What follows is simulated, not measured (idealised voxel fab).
process module | voxel self aligned vias
cross-section cut | 240 nm wide | cells 5 nm
A cross-section is a grid of square cells, given in bands from the top down. A band is one or more rows of cells.
Each band's line starts with the height of the band's top and of its bottom, in nm. Then come its materials from left to right, each with its width in nm. One material with "throughout" fills the band from edge to edge. "air" is empty space.
Height 0 is the level under which the wafer as received is all one material. The lowest band goes on downwards, as in "0 down".
A width such as "30 to 40" changes by the same amount from each row of cells to the next, from the band's top row to its bottom row.
"no change" after a step means that no cell of the cross-section changed.
closed voids: empty space of 8 cells or more with no open way to the top, each as width x height at its distance from the left edge, in nm
after a step's settings: what the simulator itself notes on the step
overlay nm, on a step with a mask: how far to the right of its planned place the mask lay; to the left if negative
plan
1 op RECEIVE | material Si
2 op CONFORMAL_DEP | material SiO2 | thk nm 15
3 op CONFORMAL_DEP | material SiCN | thk nm 5
4 op DIRECTIONAL_DEP | material SiO2 | thk nm 30
5 op DIRECTIONAL_DEP | material aC | thk nm 10
6 op PATTERN | tone open | mask id LINES | material resist | width nm 20 | pitch nm 50 | thk nm 30 | overlay nm 0
7 op DIRECTIONAL_ETCH | etch materials aC | depth nm 10
8 op STRIP | etch materials resist
9 op DIRECTIONAL_ETCH | etch materials SiO2 | depth nm 30
10 op STRIP | etch materials aC
11 op CONFORMAL_DEP | material TiN | thk nm 5
12 op FILL_DEP | material Ru | thk nm 5
13 op CMP | height nm 50
14 op SELECTIVE_ETCH | etch materials W Ru TiN | depth nm 5
15 op FILL_DEP | material SiN | thk nm 5
16 op CMP | height nm 50
17 op DIRECTIONAL_DEP | material SiO2 | thk nm 20
18 op PATTERN | tone open | mask id VIAS | material resist | width nm 30 | pitch nm 100 | thk nm 20 | overlay nm 0
19 op DIRECTIONAL_ETCH | etch materials SiO2 | depth nm 20
20 op DIRECTIONAL_ETCH | etch materials SiN | depth nm 5
21 op STRIP | etch materials resist
22 op CONFORMAL_DEP | material TiN | thk nm 5
23 op FILL_DEP | material Cu | thk nm 5
24 op CMP | height nm 70
25 op CONFORMAL_DEP | material SiN | thk nm 5
as received, after step 1
  0 down: Si throughout
  closed voids: none
first wafer at the end, as planned
  75 to 70: SiN throughout
  70 to 55: SiO2 55 | TiN 5 | Cu 20 | TiN 5 | SiO2 70 | TiN 5 | Cu 20 | TiN 5 | SiO2 55
  55 to 50: SiO2 55 | TiN 10 | Cu 10 | TiN 10 | SiO2 70 | TiN 10 | Cu 10 | TiN 10 | SiO2 55
  50 to 45: SiO2 60 | TiN 20 | SiO2 30 | SiN 20 | SiO2 30 | TiN 20 | SiO2 60
  45 to 25: SiO2 60 | TiN 5 | Ru 10 | TiN 5 | SiO2 30 | TiN 5 | Ru 10 | TiN 5 | SiO2 30 | TiN 5 | Ru 10 | TiN 5 | SiO2 60
  25 to 20: SiO2 60 | TiN 20 | SiO2 30 | TiN 20 | SiO2 30 | TiN 20 | SiO2 60
  20 to 15: SiCN throughout
  15 to 0: SiO2 throughout
  0 down: Si throughout
  closed voids: none
second wafer at the end: like start, like plan, one mistake
  75 to 70: SiN throughout
  70 to 50: SiO2 55 | TiN 5 | Cu 20 | TiN 5 | SiO2 70 | TiN 5 | Cu 20 | TiN 5 | SiO2 55
  50 to 45: SiN 55 | TiN 30 | SiN 70 | TiN 30 | SiN 55
  45 to 20: SiO2 60 | TiN 5 | Ru 10 | TiN 5 | SiO2 30 | TiN 5 | Ru 10 | TiN 5 | SiO2 30 | TiN 5 | Ru 10 | TiN 5 | SiO2 60
  20 to 15: SiO2 60 | TiN 20 | SiO2 30 | TiN 20 | SiO2 30 | TiN 20 | SiO2 60
  15 to 0: SiO2 throughout
  0 down: Si throughout
  closed voids: none
what went wrong: step 3 was left out
at the end the second wafer has, in cells: 4 more of Cu | 6 more of Ru | 48 fewer of SiCN | 32 more of SiN | 6 more of TiN
